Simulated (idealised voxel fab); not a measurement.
A process module follows: voxel local oxidation.
We display cut, a cross-section 280 nm in width whose square cells are each 5 nm.
Notation: cross-section as square-cell grid; stated in bands, top first, going down; one or more cell rows per band. Within each band entry, the heights of the top and of the bottom of the band appear first, in that order and in nm; the materials of the band then follow from left to right, each with its corresponding width in nm. The designation "full width" on a single material indicates that it fills the band from edge to edge; the designation "air" indicates empty space. Ref level 0: as-received wafer is one material below here. Bottom band extends down with no lower bound ("z 0 and below"). Note: "30..40" means the width goes from the first number (top row of the band) to the second number (bottom row) in equal steps per row of cells. You'll sometimes find "nothing different" written for a step, and that's the way of saying that nowhere in the cross-section did a cell change during that step. You'll see "Enclosed internal voids" listing empty spaces that have no way open to the top, as long as they're 8 cells or more; the notation is width x height at distance, where the distance is from the left edge, and all of it is in nm. On each step's line, the part that comes after the settings is the simulator's own comment on the step. overlay nm: for a step with a mask, the amount by which the mask lay right of where it was planned; a negative amount means left of it.

The planned process steps are enumerated hereunder
1) RECEIVE,material Si
2) CONFORMAL_DEP,material SiO2,thk nm 5
3) CONFORMAL_DEP,material SiN,thk nm 15
4) DIRECTIONAL_DEP,material aC,thk nm 15
5) PATTERN,tone cover,mask id ACTIVE,material resist,width nm 125,thk nm 30,overlay nm 0
6) DIRECTIONAL_ETCH,etch materials aC,depth nm 15
7) STRIP,etch materials resist
8) DIRECTIONAL_ETCH,etch materials SiN,depth nm 15
9) STRIP,etch materials aC
10) SELECTIVE_ETCH,etch materials SiO2,depth nm 5
11) OXIDIZE,depth nm 15
12) STRIP,etch materials SiN

Cross-section of the wafer upon arrival, representing the state reached after step 1
z 0 and below | Si full width
Enclosed internal voids: none

Cross-section, first of two wafers, end of module, run as planned
z 5 to 0 | 80 of air / 115 of SiO2 / 85 of air
z 0 to -15 | 95 of SiO2 / 85 of Si / 100 of SiO2
z -15 and below | Si full width
Enclosed internal voids: none

Second wafer at the end: like start, like plan, one mistake
z 5 to 0 | 80 of air / 115 of SiO2 / 85 of air
z 0 to -25 | 105 of SiO2 / 65 of Si / 110 of SiO2
z -25 and below | Si full width
Enclosed internal voids: none
Nonconformance to the process plan: so step 11 ended up running with a different setting than we planned, it ran as OXIDIZE,depth nm 25
Final tally in cells, some materials are higher or lower on the second wafer than on the first: 98 fewer of Si; 98 more of SiO2
